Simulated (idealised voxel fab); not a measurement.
The following process module bears the name voxel wiring stack.
Square cells of 5 nm make up the cross-section cut, whose width is 195 nm.
A cross-section is a grid of square cells, given in bands from the top down. A band is one or more rows of cells.
A band entry consists of two parts. The first gives the height of the band's top and the height of its bottom, in nm. The rest lists the band's materials from left to right, each with its width in nm. A single material labelled with the word "throughout" fills the band from edge to edge, and the word "empty" marks empty space.
Measure heights from 0. That's the level where, below it, the as-received wafer is all one material. The lowest band is bottomless and extends downward; write it as in "0 and below".
Quick explanation for "30->40": the width changes in equal steps down the rows of cells, from the first number in the band's top row to the second number in its bottom row.
"changes: none" -> step changed no cross-section cell.
Each empty space that has no open way to the top and spans at least 8 cells appears under "Sealed internal cavities" as width x height at distance, the distance counted from the left edge, all in nm.
Formally, on a step line, whatever follows the settings is a remark that the simulator itself makes on the step.
The optional step-line setting "overlay nm" applies to steps with a mask and quantifies how far to the right of its planned location the mask lay, a negative value indicating leftward placement.

# So here's the lineup of process steps we planned
- 1: RECEIVE | material Si
- 2: CONFORMAL_DEP | material SiO2 | thk nm 10
- 3: CONFORMAL_DEP | material SiN | thk nm 5
- 4: DIRECTIONAL_DEP | material SiO2 | thk nm 15
- 5: DIRECTIONAL_DEP | material aC | thk nm 15
- 6: PATTERN | tone open | mask id METAL_1 | material resist | width nm 25 | pitch nm 40 | thk nm 35 | overlay nm 0
- 7: DIRECTIONAL_ETCH | etch materials aC | depth nm 15
- 8: STRIP | etch materials resist
- 9: DIRECTIONAL_ETCH | etch materials SiO2 | depth nm 15
- 10: DIRECTIONAL_ETCH | etch materials SiN | depth nm 5
- 11: STRIP | etch materials aC
- 12: CONFORMAL_DEP | material TiN | thk nm 5
- 13: FILL_DEP | material W | thk nm 10
- 14: CMP | height nm 30
- 15: EPI | material Ru | thk nm 5
- 16: FILL_DEP | material SiCN | thk nm 5
- 17: DIRECTIONAL_DEP | material lowk | thk nm 15
- 18: DIRECTIONAL_DEP | material aC | thk nm 10
- 19: PATTERN | tone open | mask id PLUG_1 | material resist | width nm 15 | pitch nm 40 | thk nm 30 | overlay nm 0
- 20: DIRECTIONAL_ETCH | etch materials aC | depth nm 10
- 21: STRIP | etch materials resist
- 22: DIRECTIONAL_ETCH | etch materials lowk | depth nm 15
- 23: DIRECTIONAL_ETCH | etch materials SiCN | depth nm 5
- 24: STRIP | etch materials aC
- 25: CONFORMAL_DEP | material TiN | thk nm 5
- 26: FILL_DEP | material W | thk nm 10
- 27: CMP | height nm 55
- 28: CONFORMAL_DEP | material SiN | thk nm 5
- 29: DIRECTIONAL_DEP | material SiO2 | thk nm 20
- 30: MASKED_ETCH | tone open | mask id METAL_2 | width nm 25 | pitch nm 40 | etch materials SiO2 | depth nm 20 | overlay nm 0
- 31: MASKED_ETCH | tone open | mask id METAL_2 | width nm 25 | pitch nm 40 | etch materials SiN | depth nm 5 | overlay nm 0
- 32: CONFORMAL_DEP | material TiN | thk nm 5
- 33: FILL_DEP | material Cu | thk nm 5
- 34: CMP | height nm 80
- 35: CONFORMAL_DEP | material SiCN | thk nm 5
- 36: DIRECTIONAL_DEP | material SiO2 | thk nm 20
- 37: DIRECTIONAL_DEP | material aC | thk nm 15
- 38: PATTERN | tone open | mask id PLUG_2 | material resist | width nm 15 | pitch nm 40 | thk nm 30 | overlay nm 0
- 39: DIRECTIONAL_ETCH | etch materials aC | depth nm 15
- 40: STRIP | etch materials resist
- 41: DIRECTIONAL_ETCH | etch materials SiO2 | depth nm 20
- 42: DIRECTIONAL_ETCH | etch materials SiCN | depth nm 5
- 43: STRIP | etch materials aC
- 44: CONFORMAL_DEP | material TiN | thk nm 5
- 45: FILL_DEP | material W | thk nm 10
- 46: CMP | height nm 105
- 47: DIRECTIONAL_DEP | material TiN | thk nm 5
- 48: DIRECTIONAL_DEP | material W | thk nm 25
- 49: PATTERN | tone cover | mask id METAL_3 | material resist | width nm 25 | pitch nm 40 | thk nm 20 | overlay nm 0
- 50: DIRECTIONAL_ETCH | etch materials W | depth nm 25
- 51: DIRECTIONAL_ETCH | etch materials TiN | depth nm 5
- 52: STRIP | etch materials resist
- 53: FILL_DEP | material lowk | thk nm 5
- 54: CMP | height nm 135
- 55: CONFORMAL_DEP | material SiN | thk nm 5

# As-received state of the wafer in cross-section, equivalent to post-step 1
0 and below: Si throughout
Sealed internal cavities: none

# Cross-sectional view of the first of the two wafers upon completion of the module, processed in accordance with the plan
140 down to 135: SiN throughout
135 down to 110: lowk: 45 / W: 25 / lowk: 15 / W: 25 / lowk: 15 / W: 25 / lowk: 45
110 down to 105: lowk: 45 / TiN: 25 / lowk: 15 / TiN: 25 / lowk: 15 / TiN: 25 / lowk: 45
105 down to 85: SiO2: 45 / TiN: 5 / W: 5 / TiN: 5 / SiO2: 25 / TiN: 5 / W: 5 / TiN: 5 / SiO2: 25 / TiN: 5 / W: 5 / TiN: 5 / SiO2: 55
85 down to 80: SiCN: 45 / TiN: 15 / SiCN: 25 / TiN: 15 / SiCN: 25 / TiN: 15 / SiCN: 55
80 down to 60: SiO2: 45 / TiN: 5 / Cu: 15 / TiN: 5 / SiO2: 15 / TiN: 5 / Cu: 15 / TiN: 5 / SiO2: 15 / TiN: 5 / Cu: 15 / TiN: 5 / SiO2: 45
60 down to 55: SiN: 45 / TiN: 25 / SiN: 15 / TiN: 25 / SiN: 15 / TiN: 25 / SiN: 45
55 down to 40: lowk: 45 / TiN: 5 / W: 5 / TiN: 5 / lowk: 25 / TiN: 5 / W: 5 / TiN: 5 / lowk: 25 / TiN: 5 / W: 5 / TiN: 5 / lowk: 55
40 down to 35: SiCN: 45 / TiN: 15 / SiCN: 25 / TiN: 15 / SiCN: 25 / TiN: 15 / SiCN: 55
35 down to 30: SiCN: 40 / Ru: 35 / SiCN: 5 / Ru: 35 / SiCN: 5 / Ru: 35 / SiCN: 40
30 down to 15: SiO2: 45 / TiN: 5 / W: 15 / TiN: 5 / SiO2: 15 / TiN: 5 / W: 15 / TiN: 5 / SiO2: 15 / TiN: 5 / W: 15 / TiN: 5 / SiO2: 45
15 down to 10: SiN: 45 / TiN: 25 / SiN: 15 / TiN: 25 / SiN: 15 / TiN: 25 / SiN: 45
10 down to 0: SiO2 throughout
0 and below: Si throughout
Sealed internal cavities: none

# This is the second of the two wafers, cross-sectioned at the end of the module; it started exactly like the first and was given the same plan, but it was run with one mistake
140 down to 135: SiN throughout
135 down to 110: W: 45 / lowk: 25 / W: 15 / lowk: 25 / W: 15 / lowk: 25 / W: 45
110 down to 105: TiN: 45 / lowk: 25 / TiN: 15 / lowk: 25 / TiN: 15 / lowk: 25 / TiN: 45
105 down to 85: SiO2: 45 / TiN: 5 / W: 5 / TiN: 5 / SiO2: 25 / TiN: 5 / W: 5 / TiN: 5 / SiO2: 25 / TiN: 5 / W: 5 / TiN: 5 / SiO2: 55
85 down to 80: SiCN: 45 / TiN: 15 / SiCN: 25 / TiN: 15 / SiCN: 25 / TiN: 15 / SiCN: 55
80 down to 60: SiO2: 45 / TiN: 5 / Cu: 15 / TiN: 5 / SiO2: 15 / TiN: 5 / Cu: 15 / TiN: 5 / SiO2: 15 / TiN: 5 / Cu: 15 / TiN: 5 / SiO2: 45
60 down to 55: SiN: 45 / TiN: 25 / SiN: 15 / TiN: 25 / SiN: 15 / TiN: 25 / SiN: 45
55 down to 40: lowk: 45 / TiN: 5 / W: 5 / TiN: 5 / lowk: 25 / TiN: 5 / W: 5 / TiN: 5 / lowk: 25 / TiN: 5 / W: 5 / TiN: 5 / lowk: 55
40 down to 35: SiCN: 45 / TiN: 15 / SiCN: 25 / TiN: 15 / SiCN: 25 / TiN: 15 / SiCN: 55
35 down to 30: SiCN: 40 / Ru: 35 / SiCN: 5 / Ru: 35 / SiCN: 5 / Ru: 35 / SiCN: 40
30 down to 15: SiO2: 45 / TiN: 5 / W: 15 / TiN: 5 / SiO2: 15 / TiN: 5 / W: 15 / TiN: 5 / SiO2: 15 / TiN: 5 / W: 15 / TiN: 5 / SiO2: 45
15 down to 10: SiN: 45 / TiN: 25 / SiN: 15 / TiN: 25 / SiN: 15 / TiN: 25 / SiN: 45
10 down to 0: SiO2 throughout
0 and below: Si throughout
Sealed internal cavities: none
Here's what went sideways: the process deviated at step 49: the operation and settings actually run there were PATTERN | tone open | mask id METAL_3 | material resist | width nm 25 | pitch nm 40 | thk nm 20 | overlay nm 0
Final comparison by cell count, materials where the second wafer has more or fewer than the first: TiN +9; W +45; lowk -54
